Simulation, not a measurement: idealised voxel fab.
process module | voxel double patterning
cross-section cut | 190 nm wide | cells 5 nm
A cross-section is a grid of square cells, given in bands from the top down. A band is one or more rows of cells.
Each band's line starts with the height of the band's top and of its bottom, in nm. Then come its materials from left to right, each with its width in nm. One material with "throughout" fills the band from edge to edge. "air" is empty space.
Height 0 is the level under which the wafer as received is all one material. The lowest band goes on downwards, as in "0 down".
A width such as "30 to 40" changes by the same amount from each row of cells to the next, from the band's top row to its bottom row.
"no change" after a step means that no cell of the cross-section changed.
closed voids: empty space of 8 cells or more with no open way to the top, each as width x height at its distance from the left edge, in nm
after a step's settings: what the simulator itself notes on the step
overlay nm, on a step with a mask: how far to the right of its planned place the mask lay; to the left if negative
plan
1 op RECEIVE | material Si
2 op CONFORMAL_DEP | material SiO2 | thk nm 5
3 op DIRECTIONAL_DEP | material TiN | thk nm 10
4 op DIRECTIONAL_DEP | material SiN | thk nm 5
5 op PATTERN | tone open | mask id FIRST | material resist | width nm 15 | pitch nm 50 | thk nm 20 | overlay nm 0
6 op DIRECTIONAL_ETCH | etch materials SiN | depth nm 5
7 op STRIP | etch materials resist
8 op DIRECTIONAL_DEP | material aC | thk nm 10
9 op PATTERN | tone open | mask id SECOND | material resist | width nm 15 | thk nm 25 | overlay nm 0
10 op DIRECTIONAL_ETCH | etch materials aC | depth nm 10
11 op STRIP | etch materials resist
12 op DIRECTIONAL_ETCH | etch materials SiN | depth nm 5
13 op STRIP | etch materials aC
14 op DIRECTIONAL_ETCH | etch materials TiN | depth nm 10
15 op STRIP | etch materials SiN
as received, after step 1
  0 down: Si throughout
  closed voids: none
first wafer at the end, as planned
  15 to 5: TiN 60 | air 15 | TiN 10 | air 15 | TiN 10 | air 15 | TiN 65
  5 to 0: SiO2 throughout
  0 down: Si throughout
  closed voids: none
second wafer at the end: like start, like plan, one mistake
  15 to 10: SiO2 throughout
  10 to 0: TiN throughout
  0 down: Si throughout
  closed voids: none
what went wrong: steps 2 and 3 were swapped
at the end the second wafer has, in cells: 18 more of TiN
